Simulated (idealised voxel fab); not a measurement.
Title: Process Module voxel tone inversion
Section shown: cut. Width: 300 nm. Cell size: 5 nm, square.
Just so we're on the same page, the cross-sections are grids of square cells, and they're listed out in bands top to bottom, each band one or more rows deep.
It is stipulated that each band's entry specify, in nanometres, the height of the top of the band and then that of its bottom, followed by the materials of the band in left-to-right sequence, each together with its width in nanometres. A single material marked by the word "full width" is understood to fill the band from edge to edge; the word "empty" is understood to denote empty space.
Height is counted from the level 0, under which the received wafer is composed throughout of one material. The lowest of the bands is not closed at the bottom but continues downward, in the notation "0 nm and below".
The two numbers in a width such as "30->40" mark its ends across the band: the first belongs to the top row of cells, the second to the bottom row, and from each row to the next the width moves by the same amount.
Step marked "changes: none"? Then no cell in the cross-section changed in it.
Under "Enclosed void inventory" you'll find the enclosed gaps, the ones with no way out to the top, that are 8 cells or bigger; each reads width x height at distance, with distance counted from the left edge, everything in nm.
Formally, on a step line, whatever follows the settings is a remark that the simulator itself makes on the step.
For masked steps, "overlay nm" on the step line gives how far right of plan the mask actually lay; a minus sign means it lay to the left.

Here's what the planned process steps look like:
1. RECEIVE | material Si
2. CONFORMAL_DEP | material SiN | thk nm 5
3. DIRECTIONAL_DEP | material polySi | thk nm 15
4. PATTERN | tone cover | mask id POSTS | material resist | width nm 15 | pitch nm 40 | thk nm 20 | overlay nm 0
5. DIRECTIONAL_ETCH | etch materials polySi | depth nm 15
6. STRIP | etch materials resist
7. FILL_DEP | material SiO2 | thk nm 10
8. CMP | height nm 20
9. STRIP | etch materials polySi
10. CONFORMAL_DEP | material TiN | thk nm 5
11. FILL_DEP | material Ru | thk nm 10
12. CMP | height nm 20
13. CONFORMAL_DEP | material SiN | thk nm 5

As-received wafer cross-section (after step 1):
* 0 nm and below = Si full width
* Enclosed void inventory: none

Post-module cross-section of the first of two wafers (run per plan):
* 25 nm to 20 nm = SiN full width
* 20 nm to 10 nm = SiO2: 100 | TiN: 5 | Ru: 5 | TiN: 5 | SiO2: 25 | TiN: 5 | Ru: 5 | TiN: 5 | SiO2: 25 | TiN: 5 | Ru: 5 | TiN: 5 | SiO2: 105
* 10 nm to 5 nm = SiO2: 100 | TiN: 15 | SiO2: 25 | TiN: 15 | SiO2: 25 | TiN: 15 | SiO2: 105
* 5 nm to 0 nm = SiN full width
* 0 nm and below = Si full width
* Enclosed void inventory: none

So this is wafer number two of the two, cut at the end of the module - it started where the first did and had the same plan, we just got one thing wrong running it:
* 25 nm to 20 nm = SiN full width
* 20 nm to 10 nm = SiO2: 100 | TiN: 5 | Ru: 10 | TiN: 5 | SiO2: 20 | TiN: 5 | Ru: 10 | TiN: 5 | SiO2: 20 | TiN: 5 | Ru: 10 | TiN: 5 | SiO2: 100
* 10 nm to 5 nm = SiO2: 100 | TiN: 20 | SiO2: 20 | TiN: 20 | SiO2: 20 | TiN: 20 | SiO2: 100
* 5 nm to 0 nm = SiN full width
* 0 nm and below = Si full width
* Enclosed void inventory: none
What went wrong in running the wafer? for step 4, the planned setting was not used; the step was instead run as PATTERN | tone cover | mask id POSTS | material resist | width nm 20 | pitch nm 40 | thk nm 20 | overlay nm 0
Counted in cells at the end, the second wafer holds more or fewer of these materials than the first: 6 more of Ru, 9 fewer of SiO2, 3 more of TiN
